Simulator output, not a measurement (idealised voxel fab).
The process module presented herein is designated voxel capacitor over wiring.
It is cross-section cut that appears here, measuring 160 nm in width, its square cells being 5 nm in size.
Throughout this document, each cross-section is represented as a grid of square cells and is presented as a sequence of bands enumerated from the top downward, where a band comprises one or more rows of cells. This entry defines a band. It first specifies the height of the band's top and the height of its bottom in nm, and then specifies the band's materials from left to right, stating each material with its width in nm. The word "full width" identifies a single material that fills the band from edge to edge, while the word "empty" identifies empty space. The level at which height equals 0 is the one under which the wafer, as it arrives, is entirely one material. No lower edge exists for the bottom band, which continues downward and is notated as in "0 and below". Quick explanation for "30..40": the width changes in equal steps down the rows of cells, from the first number in the band's top row to the second number in its bottom row. "nothing altered" (step): cross-section cells unchanged, all of them. For the entry "Enclosed void listing", the listed items are empty spaces with no open way to the top whose size is 8 cells or more; each item follows the pattern width x height at distance, where distance is from the left edge and all three are in nm. On each step's line, the part that comes after the settings is the simulator's own comment on the step. "overlay nm", when on a step's line for a step with a mask, measures how far to the right of its planned place the mask lay; a negative measure means to the left.

# Listed below are the process steps as planned
1) RECEIVE, material Si
2) CONFORMAL_DEP, material SiO2, thk nm 15
3) CONFORMAL_DEP, material SiCN, thk nm 5
4) DIRECTIONAL_DEP, material lowk, thk nm 15
5) PATTERN, tone open, mask id METAL_1, material resist, width nm 30, pitch nm 95, thk nm 20, overlay nm 0
6) DIRECTIONAL_ETCH, etch materials lowk, depth nm 15
7) DIRECTIONAL_ETCH, etch materials SiCN, depth nm 5
8) STRIP, etch materials resist
9) CONFORMAL_DEP, material TiN, thk nm 5
10) FILL_DEP, material Ru, thk nm 10
11) CMP, height nm 35
12) CONFORMAL_DEP, material SiCN, thk nm 5
13) DIRECTIONAL_DEP, material lowk, thk nm 10
14) MASKED_ETCH, tone open, mask id PLUG_1, width nm 15, etch materials lowk, depth nm 10, overlay nm 0
15) MASKED_ETCH, tone open, mask id PLUG_1, width nm 15, etch materials SiCN, depth nm 5, overlay nm 0
16) EPI, material Ru, thk nm 10
17) EPI, material Ru, thk nm 5
18) DIRECTIONAL_DEP, material TiN, thk nm 5
19) DIRECTIONAL_DEP, material Al2O3, thk nm 5
20) DIRECTIONAL_DEP, material TiN, thk nm 10
21) MASKED_ETCH, tone cover, mask id UPPER_PLATE, width nm 70, etch materials TiN, depth nm 10, overlay nm 0
22) MASKED_ETCH, tone cover, mask id UPPER_PLATE, width nm 70, etch materials Al2O3, depth nm 5, overlay nm 0
23) PATTERN, tone cover, mask id LOWER_PLATE, material resist, width nm 80, thk nm 20, overlay nm 0
24) DIRECTIONAL_ETCH, etch materials TiN, depth nm 5
25) STRIP, etch materials resist
26) FILL_DEP, material SiO2, thk nm 15
27) CMP, height nm 80
28) PATTERN, tone open, mask id PLUG_2, material resist, width nm 15, thk nm 15, overlay nm 0
29) DIRECTIONAL_ETCH, etch materials SiO2, depth nm 10
30) STRIP, etch materials resist
31) CONFORMAL_DEP, material TiN, thk nm 5
32) FILL_DEP, material Cu, thk nm 10
33) CMP, height nm 80
34) CONFORMAL_DEP, material SiN, thk nm 5

# Wafer at receipt (post step 1), cross-section
* 0 and below | Si full width
* Enclosed void listing: none

# Wafer at module end, in section. Began as above, planned as above, run with one mistake
* 85 down to 80 | SiN full width
* 80 down to 75 | SiO2: 40; TiN: 5; Cu: 5; TiN: 5; SiO2: 105
* 75 down to 70 | SiO2: 40; TiN: 15; SiO2: 105
* 70 down to 60 | SiO2: 30; TiN: 70; SiO2: 60
* 60 down to 55 | SiO2: 25; TiN: 80; SiO2: 55
* 55 down to 50 | Al2O3 full width
* 50 down to 40 | lowk: 30; Ru: 15; lowk: 115
* 40 down to 35 | SiCN: 30; Ru: 15; SiCN: 115
* 35 down to 20 | lowk: 15; TiN: 5; Ru: 20; TiN: 5; lowk: 65; TiN: 5; Ru: 20; TiN: 5; lowk: 20
* 20 down to 15 | SiCN: 15; TiN: 30; SiCN: 65; TiN: 30; SiCN: 20
* 15 down to 0 | SiO2 full width
* 0 and below | Si full width
* Enclosed void listing: none
The plan and the run diverged here: deviation from plan: step 19 and step 18 executed in one another's positions
